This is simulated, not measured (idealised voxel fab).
This is a process module. Its name is voxel wiring stack.
Xsec cut, 295 nm wide, square cell size 5 nm.
When this document writes out a cross-section, it uses a grid of square cells and lists it as bands, beginning at the top and moving down, with a band standing for one or more rows of cells. Read a band's entry like this: the first values are the height of its top and the height of its bottom in nm, and what follows is the sequence of materials from left to right, each with its width in nm. Note that "blank" is empty space, and that a single material marked "edge to edge" reaches across the band from edge to edge. Height reference: 0 = level under which incoming wafer is all one material. Lowest band: no bottom, runs on downward, e.g. "z 0 and below". Width spec "30->40" -> top row of cells at first value, bottom row at second value, equal per-row change in between. Key: "no modifications" - step with no changed cell in the cross-section. The label "Enclosed void listing" introduces a list of the empty spaces, 8 cells or larger, that have no open way up to the top; each entry in it reads width x height at distance, where the distance is taken from the left edge and all three are stated in nm. Formally, on a step line, whatever follows the settings is a remark that the simulator itself makes on the step. overlay nm: for a step with a mask, the amount by which the mask lay right of where it was planned; a negative amount means left of it. From here on the document is pairs. In a pair, the cross-section before one process step comes with the cross-section after it, and the latter goes no deeper than the lowest band that changed. What lies in between, the step and its settings, is written under the pair. A pair may be from a different run of this module on the same starting wafer than the pair above it, so it continues from that pair only where its entry headed "Pre-step geometry" says so.

-- Pre-step geometry
- z 85 to 65  40 blank / 15 Ru / 105 blank / 15 Ru / 120 blank
- z 65 to 60  40 blank / 30 Ru / 30 blank / 30 Ru / 30 blank / 30 Ru / 30 blank / 30 Ru / 45 blank
- z 60 to 55  40 blank / 15 TiN / 15 Ru / 30 blank / 30 Ru / 30 blank / 15 TiN / 15 Ru / 30 blank / 30 Ru / 45 blank
- z 55 to 40  40 blank / 15 SiO2 / 15 Ru / 30 blank / 30 Ru / 30 blank / 15 SiO2 / 15 Ru / 30 blank / 30 Ru / 45 blank
- z 40 to 35  40 blank / 15 SiO2 / 15 TiN / 30 blank / 30 TiN / 30 blank / 15 SiO2 / 15 TiN / 30 blank / 30 TiN / 45 blank
- z 35 to 30  SiCN edge to edge
- z 30 to 15  40 SiO2 / 30 Ru / 30 SiO2 / 30 Ru / 30 SiO2 / 30 Ru / 30 SiO2 / 30 Ru / 45 SiO2
- z 15 to 10  40 SiO2 / 30 TiN / 30 SiO2 / 30 TiN / 30 SiO2 / 30 TiN / 30 SiO2 / 30 TiN / 45 SiO2
- z 10 to 0  SiO2 edge to edge
- z 0 and below  Si edge to edge
- Enclosed void listing: none

-- Post-Process View
- z 90 to 85  35 blank / 25 SiCN / 95 blank / 25 SiCN / 115 blank
- z 85 to 70  35 blank / 5 SiCN / 15 Ru / 5 SiCN / 95 blank / 5 SiCN / 15 Ru / 5 SiCN / 115 blank
- z 70 to 65  35 blank / 5 SiCN / 15 Ru / 20 SiCN / 20 blank / 40 SiCN / 20 blank / 5 SiCN / 15 Ru / 20 SiCN / 20 blank / 40 SiCN / 40 blank
- z 65 to 60  35 blank / 5 SiCN / 30 Ru / 5 SiCN / 20 blank / 5 SiCN / 30 Ru / 5 SiCN / 20 blank / 5 SiCN / 30 Ru / 5 SiCN / 20 blank / 5 SiCN / 30 Ru / 5 SiCN / 40 blank
- z 60 to 55  35 blank / 5 SiCN / 15 TiN / 15 Ru / 5 SiCN / 20 blank / 5 SiCN / 30 Ru / 5 SiCN / 20 blank / 5 SiCN / 15 TiN / 15 Ru / 5 SiCN / 20 blank / 5 SiCN / 30 Ru / 5 SiCN / 40 blank
- z 55 to 40  35 blank / 5 SiCN / 15 SiO2 / 15 Ru / 5 SiCN / 20 blank / 5 SiCN / 30 Ru / 5 SiCN / 20 blank / 5 SiCN / 15 SiO2 / 15 Ru / 5 SiCN / 20 blank / 5 SiCN / 30 Ru / 5 SiCN / 40 blank
- z 40 to 35  40 SiCN / 15 SiO2 / 15 TiN / 30 SiCN / 30 TiN / 30 SiCN / 15 SiO2 / 15 TiN / 30 SiCN / 30 TiN / 45 SiCN
- Everything below 35 is unchanged.
- Enclosed void listing: none
Which operation links the two cross-sections above? CONFORMAL_DEP: material SiCN, thk nm 5

Pre-step geometry: identical to the post-step cross-section of the immediately preceding pair.

-- Post-Process View
- z 95 to 90  SiO2 edge to edge
- z 90 to 85  35 SiO2 / 25 SiCN / 95 SiO2 / 25 SiCN / 115 SiO2
- z 85 to 70  35 SiO2 / 5 SiCN / 15 Ru / 5 SiCN / 95 SiO2 / 5 SiCN / 15 Ru / 5 SiCN / 115 SiO2
- z 70 to 65  35 SiO2 / 5 SiCN / 15 Ru / 20 SiCN / 20 SiO2 / 40 SiCN / 20 SiO2 / 5 SiCN / 15 Ru / 20 SiCN / 20 SiO2 / 40 SiCN / 40 SiO2
- z 65 to 60  35 SiO2 / 5 SiCN / 30 Ru / 5 SiCN / 20 SiO2 / 5 SiCN / 30 Ru / 5 SiCN / 20 SiO2 / 5 SiCN / 30 Ru / 5 SiCN / 20 SiO2 / 5 SiCN / 30 Ru / 5 SiCN / 40 SiO2
- z 60 to 55  35 SiO2 / 5 SiCN / 15 TiN / 15 Ru / 5 SiCN / 20 SiO2 / 5 SiCN / 30 Ru / 5 SiCN / 20 SiO2 / 5 SiCN / 15 TiN / 15 Ru / 5 SiCN / 20 SiO2 / 5 SiCN / 30 Ru / 5 SiCN / 40 SiO2
- z 55 to 40  35 SiO2 / 5 SiCN / 15 SiO2 / 15 Ru / 5 SiCN / 20 SiO2 / 5 SiCN / 30 Ru / 5 SiCN / 20 SiO2 / 5 SiCN / 15 SiO2 / 15 Ru / 5 SiCN / 20 SiO2 / 5 SiCN / 30 Ru / 5 SiCN / 40 SiO2
- Everything below 40 is unchanged.
- Enclosed void listing: none
Which operation links the two cross-sections above? FILL_DEP: material SiO2, thk nm 5

Pre-step geometry: identical to the post-step cross-section of the immediately preceding pair.

-- Post-Process View
- z 85 to 70  35 SiO2 / 5 SiCN / 15 Ru / 5 SiCN / 95 SiO2 / 5 SiCN / 15 Ru / 5 SiCN / 115 SiO2
- Everything below 70 is unchanged.
- Enclosed void listing: none
Which operation links the two cross-sections above? CMP: height nm 85

Pre-step geometry: identical to the post-step cross-section of the immediately preceding pair.

-- Post-Process View
- z 90 to 85  SiCN edge to edge
- Everything below 85 is unchanged.
- Enclosed void listing: none
Which operation links the two cross-sections above? CONFORMAL_DEP: material SiCN, thk nm 5
